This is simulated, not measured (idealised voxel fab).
process module | voxel ribs on slabs
cross-section cut | 270 nm wide | cells 5 nm
A cross-section is a grid of square cells, given in bands from the top down. A band is one or more rows of cells.
Each band's line starts with the height of the band's top and of its bottom, in nm. Then come its materials from left to right, each with its width in nm. One material with "throughout" fills the band from edge to edge. "air" is empty space.
Height 0 is the level under which the wafer as received is all one material. The lowest band goes on downwards, as in "0 down".
A width such as "30 to 40" changes by the same amount from each row of cells to the next, from the band's top row to its bottom row.
"no change" after a step means that no cell of the cross-section changed.
closed voids: empty space of 8 cells or more with no open way to the top, each as width x height at its distance from the left edge, in nm
after a step's settings: what the simulator itself notes on the step
overlay nm, on a step with a mask: how far to the right of its planned place the mask lay; to the left if negative
plan
1 op RECEIVE | material Si
2 op DIRECTIONAL_DEP | material SiO2 | thk nm 25
3 op DIRECTIONAL_DEP | material polySi | thk nm 25
4 op DIRECTIONAL_DEP | material aC | thk nm 5
5 op PATTERN | tone cover | mask id RIB | material resist | width nm 15 | thk nm 35 | overlay nm 0
6 op DIRECTIONAL_ETCH | etch materials aC | depth nm 15
7 op STRIP | etch materials resist
8 op DIRECTIONAL_ETCH | etch materials polySi | depth nm 15
9 op STRIP | etch materials aC
10 op PATTERN | tone cover | mask id SLAB | material resist | width nm 75 | thk nm 20 | overlay nm 0
11 op DIRECTIONAL_ETCH | etch materials polySi | depth nm 10
12 op STRIP | etch materials resist
13 op FILL_DEP | material SiO2 | thk nm 20
14 op CMP | height nm 60
15 op DIRECTIONAL_DEP | material W | thk nm 5
16 op DIRECTIONAL_DEP | material aC | thk nm 10
17 op PATTERN | tone cover | mask id HEATER | material resist | width nm 25 | thk nm 30 | overlay nm 0
18 op DIRECTIONAL_ETCH | etch materials aC | depth nm 10
19 op STRIP | etch materials resist
20 op DIRECTIONAL_ETCH | etch materials W | depth nm 5
21 op STRIP | etch materials aC
22 op CONFORMAL_DEP | material SiO2 | thk nm 5
varied across the wafers: thk nm of step 4. The plan shows the first wafer's value. All wafers start alike
first wafer as received, after step 1
  0 down: Si throughout
  closed voids: none
each wafer at the end: cells of each material gained (+) or lost (-) since it was received, then its closed voids
thk nm 5 | +665 SiO2 | +5 W | +39 polySi | closed voids: none
thk nm 10 | +665 SiO2 | +5 W | +39 polySi | closed voids: none
thk nm 15 | +665 SiO2 | +5 W | +39 polySi | closed voids: none
thk nm 20 | +512 SiO2 | +5 W | +192 polySi | closed voids: none
thk nm 25 | +512 SiO2 | +5 W | +192 polySi | closed voids: none
thk nm 30 | +512 SiO2 | +5 W | +192 polySi | closed voids: none
